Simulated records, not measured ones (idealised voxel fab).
You're looking at the process module voxel capacitor over wiring.
It is cross-section cut that appears here, measuring 290 nm in width, its square cells being 5 nm in size.
Cross-section = grid of square cells, listed top down in bands; band = one or more rows. In this notation a band is specified by the heights of its top and bottom, in that order and in nm, after which its materials appear from left to right, each paired with its width in nm. The word "full width" attached to a single material means that material fills the band from edge to edge; the word "blank" stands for empty space. It should be noted that heights are counted from 0, beneath which the wafer as supplied is of one material throughout, and that the lowest band possesses no lower boundary but continues downward, as written in "top 0, no bottom". Width "30->40": first value at the band's top row of cells, second value at its bottom row, equal change from row to row. When a step is marked "stayed the same", none of the cells in the cross-section changed during that step. Listed in "Enclosed void inventory": every empty space of 8 or more cells without an open way to the top. Form: width x height at distance, the distance being from the left edge, all in nm. What comes after the settings on a step's line is commentary from the simulator itself on that step. "overlay nm" denotes, for a step that has a mask, the displacement of the mask to the right of its planned place, with negative values corresponding to the left.

Below is the list of planned process steps
1) RECEIVE,material Si
2) CONFORMAL_DEP,material SiO2,thk nm 10
3) CONFORMAL_DEP,material SiCN,thk nm 5
4) DIRECTIONAL_DEP,material SiO2,thk nm 20
5) MASKED_ETCH,tone open,mask id METAL_1,width nm 20,pitch nm 80,etch materials SiO2,depth nm 20,overlay nm 0
6) MASKED_ETCH,tone open,mask id METAL_1,width nm 20,pitch nm 80,etch materials SiCN,depth nm 5,overlay nm 0
7) CONFORMAL_DEP,material TiN,thk nm 5
8) FILL_DEP,material Cu,thk nm 5
9) CMP,height nm 35
10) EPI,material Ru,thk nm 5
11) FILL_DEP,material SiCN,thk nm 5
12) DIRECTIONAL_DEP,material lowk,thk nm 10
13) MASKED_ETCH,tone open,mask id PLUG_1,width nm 15,etch materials lowk,depth nm 10,overlay nm 0
14) MASKED_ETCH,tone open,mask id PLUG_1,width nm 15,etch materials SiCN,depth nm 5,overlay nm 0
15) CONFORMAL_DEP,material TiN,thk nm 5
16) FILL_DEP,material Ru,thk nm 5
17) CMP,height nm 55
18) DIRECTIONAL_DEP,material TiN,thk nm 5
19) DIRECTIONAL_DEP,material Al2O3,thk nm 5
20) DIRECTIONAL_DEP,material TiN,thk nm 5
21) MASKED_ETCH,tone cover,mask id UPPER_PLATE,width nm 65,etch materials TiN,depth nm 5,overlay nm 0
22) MASKED_ETCH,tone cover,mask id UPPER_PLATE,width nm 65,etch materials Al2O3,depth nm 5,overlay nm 0
23) MASKED_ETCH,tone cover,mask id LOWER_PLATE,width nm 75,etch materials TiN,depth nm 5,overlay nm 0
24) FILL_DEP,material SiO2,thk nm 15
25) CMP,height nm 80
26) MASKED_ETCH,tone open,mask id PLUG_2,width nm 15,etch materials SiO2,depth nm 10,overlay nm 0
27) CONFORMAL_DEP,material TiN,thk nm 5
28) FILL_DEP,material Cu,thk nm 5
29) CMP,height nm 80
30) CONFORMAL_DEP,material SiN,thk nm 5

Incoming wafer in cross-section (state: after step 1)
  top 0, no bottom = Si full width
  Enclosed void inventory: none

The following cross-section depicts the wafer upon conclusion of the module. Processing commenced from the starting condition illustrated above and adhered to the plan illustrated above, save for one mistake in execution
  top 85, bottom 80 = lowk full width
  top 80, bottom 75 = SiO2: 110, TiN: 5, Cu: 5, TiN: 5, SiO2: 165
  top 75, bottom 65 = SiO2: 110->100, TiN: 15->65, SiO2: 165->125
  top 65, bottom 60 = SiO2: 100, Al2O3: 65, SiO2: 125
  top 60, bottom 55 = SiO2: 95, TiN: 75, SiO2: 120
  top 55, bottom 45 = lowk: 100, TiN: 5, Ru: 5, TiN: 5, lowk: 175
  top 45, bottom 40 = SiCN: 100, TiN: 15, SiCN: 175
  top 40, bottom 35 = SiCN: 90, Ru: 30, SiCN: 50, Ru: 30, SiCN: 90
  top 35, bottom 15 = SiO2: 95, TiN: 5, Cu: 10, TiN: 5, SiO2: 60, TiN: 5, Cu: 10, TiN: 5, SiO2: 95
  top 15, bottom 10 = SiCN: 95, TiN: 20, SiCN: 60, TiN: 20, SiCN: 95
  top 10, bottom 0 = SiO2 full width
  top 0, no bottom = Si full width
  Enclosed void inventory: none
The plan and the run diverged here: for step 30, the planned setting was not used; the step was instead run as CONFORMAL_DEP,material lowk,thk nm 5
